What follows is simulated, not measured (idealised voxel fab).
voxel spacer lines: a process module
Each square cell in cross-section cut measures 5 nm, and the section as a whole is 280 nm wide.
Cross-section format: a grid of square cells, given as bands from top to bottom; each band is one or more rows of cells.
This entry defines a band. It first specifies the height of the band's top and the height of its bottom in nm, and then specifies the band's materials from left to right, stating each material with its width in nm. The word "throughout" identifies a single material that fills the band from edge to edge, while the word "empty" identifies empty space.
Convention: height 0 is the level below which the wafer, as received, is all one material. The lowest band does not terminate at the bottom but continues downward, represented as "0 nm and below".
Width "30 to 40": first value at the band's top row of cells, second value at its bottom row, equal change from row to row.
"changes: none" (step): cross-section cells unchanged, all of them.
In the "Closed void inventory" entry, you get each enclosed empty space of 8 cells or more, one with no open way to the top, written width x height at distance, distance from the left edge, in nm.
Anything after a step's settings on that line? It's the simulator's own note about the step.
For masked steps, "overlay nm" on the step line gives how far right of plan the mask actually lay; a minus sign means it lay to the left.
### List of planned process steps
- 1: RECEIVE: material Si
- 2: CONFORMAL_DEP: material Al2O3, thk nm 10
- 3: DIRECTIONAL_DEP: material SiN, thk nm 10
- 4: DIRECTIONAL_DEP: material aC, thk nm 20
- 5: PATTERN: tone cover, mask id MANDREL, material resist, width nm 25, pitch nm 70, thk nm 30, overlay nm 0
- 6: DIRECTIONAL_ETCH: etch materials aC, depth nm 20
- 7: STRIP: etch materials resist
- 8: CONFORMAL_DEP: material SiO2, thk nm 5
- 9: DIRECTIONAL_ETCH: etch materials SiO2, depth nm 10
- 10: STRIP: etch materials aC
- 11: DIRECTIONAL_ETCH: etch materials SiN, depth nm 10
- 12: STRIP: etch materials SiO2
The wafers are alike at the start. At step 8, their thk nm differs. The plan lists the first wafer's value.
### Incoming state of the first of several wafers in cross-section: after step 1
    0 nm and below | Si throughout
    Closed void inventory: none
### Per wafer (row), end of module: delta in cells per material since receipt, (+) for gained, (-) for lost; closed voids after that
thk nm 5, +112 Al2O3, +12 SiN, Closed void inventory: none
thk nm 10, +112 Al2O3, +24 SiN, Closed void inventory: none
thk nm 15, +112 Al2O3, +112 SiN, +60 aC, Closed void inventory: none
thk nm 20, +112 Al2O3, +112 SiN, +60 aC, Closed void inventory: none
thk nm 25, +112 Al2O3, +112 SiN, +60 aC, Closed void inventory: none
